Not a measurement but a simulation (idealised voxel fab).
The document below concerns the process module designated voxel capacitor over wiring.
For reference, the cross-section in this document is cut, with width 250 nm and square cells of 5 nm.
Each cross-section below is a grid of square cells, stated as bands in top-down order, with one or more rows of cells making up each band.
The band entry comprises the height of the band's top followed by the height of its bottom, expressed in nm, and subsequently the band's materials from left to right, each stated together with its width in nm. Where a single material is marked with the word "everywhere", that material fills the band from edge to edge. The word "blank" represents empty space.
Heights are reckoned from 0. Under this level, the received wafer is all of one material. The bottommost band is open-ended downward, for example "from 0 down".
The expression "30..40" gives the width at the extremes of the band, the first number at its top row of cells and the second at its bottom row, with the width changing by equal amounts from each row to the next in between.
Take "nothing got changed" at face value: in the step it is given for, the cross-section changed in none of its cells.
The list in "Enclosed void listing" covers empty spaces of 8 cells or more that cannot reach the top through any open way, and it gives each as width x height at distance; the distance is from the left edge, and width, height and distance are in nm.
Anything after a step's settings on that line? It's the simulator's own note about the step.
"overlay nm" on a masked step: distance the mask lay right of its planned place, negative for left.

Planned step list for the process
1 RECEIVE, material Si
2 CONFORMAL_DEP, material SiO2, thk nm 15
3 CONFORMAL_DEP, material SiCN, thk nm 5
4 DIRECTIONAL_DEP, material lowk, thk nm 15
5 DIRECTIONAL_DEP, material aC, thk nm 15
6 PATTERN, tone open, mask id METAL_1, material resist, width nm 30, pitch nm 90, thk nm 30, overlay nm 0
7 DIRECTIONAL_ETCH, etch materials aC, depth nm 15
8 STRIP, etch materials resist
9 DIRECTIONAL_ETCH, etch materials lowk, depth nm 5
10 DIRECTIONAL_ETCH, etch materials SiCN, depth nm 5
11 STRIP, etch materials aC
12 CONFORMAL_DEP, material TiN, thk nm 5
13 FILL_DEP, material Cu, thk nm 10
14 CMP, height nm 35
15 CONFORMAL_DEP, material SiCN, thk nm 5
16 DIRECTIONAL_DEP, material SiO2, thk nm 15
17 MASKED_ETCH, tone open, mask id PLUG_1, width nm 15, etch materials SiO2, depth nm 15, overlay nm 0
18 MASKED_ETCH, tone open, mask id PLUG_1, width nm 15, etch materials SiCN, depth nm 5, overlay nm 0
19 EPI, material Ru, thk nm 10
20 EPI, material Ru, thk nm 10
21 DIRECTIONAL_DEP, material TiN, thk nm 10
22 DIRECTIONAL_DEP, material Al2O3, thk nm 5
23 DIRECTIONAL_DEP, material TiN, thk nm 10
24 MASKED_ETCH, tone cover, mask id UPPER_PLATE, width nm 65, etch materials TiN, depth nm 10, overlay nm 0
25 MASKED_ETCH, tone cover, mask id UPPER_PLATE, width nm 65, etch materials Al2O3, depth nm 5, overlay nm 0
26 PATTERN, tone cover, mask id LOWER_PLATE, material resist, width nm 75, thk nm 20, overlay nm 0
27 DIRECTIONAL_ETCH, etch materials TiN, depth nm 10
28 STRIP, etch materials resist
29 FILL_DEP, material SiO2, thk nm 15
30 CMP, height nm 90
31 PATTERN, tone open, mask id PLUG_2, material resist, width nm 15, thk nm 15, overlay nm 0
32 DIRECTIONAL_ETCH, etch materials SiO2, depth nm 10
33 STRIP, etch materials resist
34 CONFORMAL_DEP, material TiN, thk nm 5
35 FILL_DEP, material Ru, thk nm 5
36 CMP, height nm 90
37 CONFORMAL_DEP, material SiCN, thk nm 5
Across this set of wafers, the varied parameter is the depth nm of step 9. Starting conditions are identical for every wafer, and the plan reports the value assigned to the first wafer.

As-received state after step 1, first of several wafers, cross-section
	from 0 down = Si everywhere
	Enclosed void listing: none

Table: wafers, a row each; end-of-module cell change per material since receipt, gain (+), loss (-); then closed voids
depth nm 5 | +13 Al2O3 | +13 Ru | +147 SiCN | +566 SiO2 | +73 TiN | +138 lowk | Enclosed void listing: none
depth nm 10 | +13 Al2O3 | +8 Cu | +13 Ru | +147 SiCN | +566 SiO2 | +77 TiN | +126 lowk | Enclosed void listing: none
depth nm 15 | +13 Al2O3 | +24 Cu | +13 Ru | +135 SiCN | +566 SiO2 | +85 TiN | +114 lowk | Enclosed void listing: none
depth nm 20 | +13 Al2O3 | +24 Cu | +13 Ru | +135 SiCN | +566 SiO2 | +85 TiN | +114 lowk | Enclosed void listing: none
depth nm 25 | +13 Al2O3 | +24 Cu | +13 Ru | +135 SiCN | +566 SiO2 | +85 TiN | +114 lowk | Enclosed void listing: none
depth nm 30 | +13 Al2O3 | +24 Cu | +13 Ru | +135 SiCN | +566 SiO2 | +85 TiN | +114 lowk | Enclosed void listing: none
